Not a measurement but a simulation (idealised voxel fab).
Process module in this document: voxel transistor to metal
Square cells of 5 nm make up the cross-section cut, whose width is 155 nm.
Bands, listed from the top down, are how a cross-section gets written in this document; the cross-section itself is a grid of square cells, and a band is one or more rows of them. The entry gives the band's vertical extent as a top height and a bottom height in nm, then its horizontal make-up as materials from left to right, each with a width in nm. "blank" stands for empty space; a single material marked "everywhere" fills the band edge to edge. Heads up on the height convention: 0 is the point under which the incoming wafer is all one material, and the lowest band has no bottom, it just keeps going down, like "top 0, no bottom". With a width like "30..40", each row of cells in the band differs from the next by the same amount, the top row carrying the first number and the bottom row the second. Step note "stayed the same" = no cross-section cell changed. So "Closed void listing" is basically the list of trapped voids: any empty space of 8 cells or more that can't reach the top through an opening. They're written width x height at distance, the distance being from the left edge, and it's all nm. Anything after a step's settings on that line? It's the simulator's own note about the step. A step line may carry the setting "overlay nm", which, for steps involving a mask, states the distance by which the mask lay to the right of its intended position; negative values denote displacement to the left.
List of planned process steps
1: RECEIVE with material Si
2: OXIDIZE with depth nm 5
3: CONFORMAL_DEP with material SiN, thk nm 15
4: MASKED_ETCH with tone cover, mask id ACTIVE, width nm 105, etch materials SiN, depth nm 15, overlay nm 0
5: MASKED_ETCH with tone cover, mask id ACTIVE, width nm 105, etch materials SiO2, depth nm 5, overlay nm 0
6: MASKED_ETCH with tone cover, mask id ACTIVE, width nm 105, etch materials Si, depth nm 35, overlay nm 0
7: OXIDIZE with depth nm 5
8: FILL_DEP with material SiO2, thk nm 10
9: CMP with height nm 15
10: SELECTIVE_ETCH with etch materials SiO2, depth nm 10
11: STRIP with etch materials SiN
12: SELECTIVE_ETCH with etch materials SiO2, depth nm 5
13: OXIDIZE with depth nm 5
14: DIRECTIONAL_DEP with material polySi, thk nm 25
15: DIRECTIONAL_DEP with material SiCN, thk nm 15
16: DIRECTIONAL_DEP with material aC, thk nm 10
17: PATTERN with tone cover, mask id GATE, material resist, width nm 15, thk nm 25, overlay nm 0
18: DIRECTIONAL_ETCH with etch materials aC, depth nm 10
19: STRIP with etch materials resist
20: DIRECTIONAL_ETCH with etch materials SiCN, depth nm 25
21: DIRECTIONAL_ETCH with etch materials polySi, depth nm 35
22: STRIP with etch materials aC
23: CONFORMAL_DEP with material SiO2, thk nm 5
24: DIRECTIONAL_ETCH with etch materials SiO2, depth nm 5
25: CONFORMAL_DEP with material SiN, thk nm 10
26: DIRECTIONAL_ETCH with etch materials SiN, depth nm 10
27: DIRECTIONAL_ETCH with etch materials SiO2, depth nm 5
28: DIRECTIONAL_ETCH with etch materials Si, depth nm 5
29: EPI with material pSi, thk nm 10
30: FILL_DEP with material SiO2, thk nm 5
31: CMP with height nm 35
32: DIRECTIONAL_DEP with material SiO2, thk nm 15
33: PATTERN with tone open, mask id CONTACT, material resist, width nm 20, pitch nm 65, thk nm 20, overlay nm 0
34: DIRECTIONAL_ETCH with etch materials SiO2, depth nm 50
35: STRIP with etch materials resist
36: CONFORMAL_DEP with material TiN, thk nm 5
37: FILL_DEP with material W, thk nm 5
38: CMP with height nm 50
39: CONFORMAL_DEP with material SiCN, thk nm 5
40: DIRECTIONAL_DEP with material SiO2, thk nm 25
41: PATTERN with tone open, mask id METAL_1, material resist, width nm 20, pitch nm 65, thk nm 15, overlay nm 0
42: DIRECTIONAL_ETCH with etch materials SiO2, depth nm 25
43: DIRECTIONAL_ETCH with etch materials SiCN, depth nm 5
44: STRIP with etch materials resist
45: CONFORMAL_DEP with material TiN, thk nm 5
46: FILL_DEP with material W, thk nm 5
47: CMP with height nm 80
48: EPI with material Ru, thk nm 5
49: FILL_DEP with material SiCN, thk nm 5
Cross-section, incoming material, after step 1
* top 0, no bottom = Si everywhere
* Closed void listing: none
Run as planned - first of the two wafers cross-sectioned at the end of the module
* top 90, bottom 85 = SiCN everywhere
* top 85, bottom 80 = SiCN 30; Ru 30; SiCN 35; Ru 30; SiCN 30
* top 80, bottom 55 = SiO2 35; TiN 5; W 10; TiN 5; SiO2 45; TiN 5; W 10; TiN 5; SiO2 35
* top 55, bottom 50 = SiCN 35; TiN 20; SiCN 45; TiN 20; SiCN 35
* top 50, bottom 35 = SiO2 35; TiN 5; W 10; TiN 5; SiO2 45; TiN 5; W 10; TiN 5; SiO2 35
* top 35, bottom 20 = SiO2 35; TiN 5; W 10; TiN 5; SiN 10; SiO2 5; SiCN 15; SiO2 5; SiN 10; TiN 5; W 10; TiN 5; SiO2 35
* top 20, bottom 5 = SiO2 35; TiN 5; W 10; TiN 5; SiN 10; SiO2 5; polySi 15; SiO2 5; SiN 10; TiN 5; W 10; TiN 5; SiO2 35
* top 5, bottom 0 = SiO2 35; TiN 20; SiN 10; SiO2 5; polySi 15; SiO2 5; SiN 10; TiN 20; SiO2 35
* top 0, bottom -5 = SiO2 25; SiN 10; pSi 20; SiN 10; SiO2 5; polySi 15; SiO2 5; SiN 10; pSi 20; SiN 10; SiO2 25
* top -5, bottom -10 = SiO2 35; pSi 20; SiO2 45; pSi 20; SiO2 35
* top -10, bottom -15 = SiO2 30; Si 5; pSi 20; Si 45; pSi 20; Si 5; SiO2 30
* top -15, bottom -45 = SiO2 30; Si 95; SiO2 30
* top -45, no bottom = Si everywhere
* Closed void listing: none
Module end: cross-section of wafer two of two. Same start and process plan as the first wafer. One mistake during execution
* top 90, bottom 85 = SiCN everywhere
* top 85, bottom 80 = SiCN 30; Ru 30; SiCN 35; Ru 30; SiCN 30
* top 80, bottom 55 = SiO2 35; TiN 5; W 10; TiN 5; SiO2 45; TiN 5; W 10; TiN 5; SiO2 35
* top 55, bottom 50 = SiCN 35; TiN 20; SiCN 45; TiN 20; SiCN 35
* top 50, bottom 35 = SiO2 35; TiN 5; W 10; TiN 5; SiO2 45; TiN 5; W 10; TiN 5; SiO2 35
* top 35, bottom 20 = SiO2 35; TiN 5; W 10; TiN 5; SiN 10; SiO2 5; SiCN 15; SiO2 5; SiN 10; TiN 5; W 10; TiN 5; SiO2 35
* top 20, bottom 5 = SiO2 35; TiN 5; W 10; TiN 5; SiN 10; SiO2 5; polySi 15; SiO2 5; SiN 10; TiN 5; W 10; TiN 5; SiO2 35
* top 5, bottom 0 = SiO2 35; TiN 20; SiN 10; SiO2 5; polySi 15; SiO2 5; SiN 10; TiN 20; SiO2 35
* top 0, bottom -5 = SiO2 30; SiN 10; pSi 15; SiN 10; SiO2 5; polySi 15; SiO2 5; SiN 10; pSi 20; SiN 10; SiO2 25
* top -5, bottom -10 = SiO2 40; pSi 15; SiO2 45; pSi 20; SiO2 35
* top -10, bottom -15 = SiO2 30; Si 10; pSi 15; Si 45; pSi 20; Si 5; SiO2 30
* top -15, bottom -45 = SiO2 30; Si 95; SiO2 30
* top -45, no bottom = Si everywhere
* Closed void listing: none
Short version of what went wrong: contrary to plan, step 4 was performed as MASKED_ETCH with tone cover, mask id ACTIVE, width nm 100, etch materials SiN, depth nm 15, overlay nm 0
It is noted that, at the conclusion of processing, the second wafer exhibits a higher or lower cell count for certain materials relative to the first: +1 Si; +2 SiO2; -3 pSi
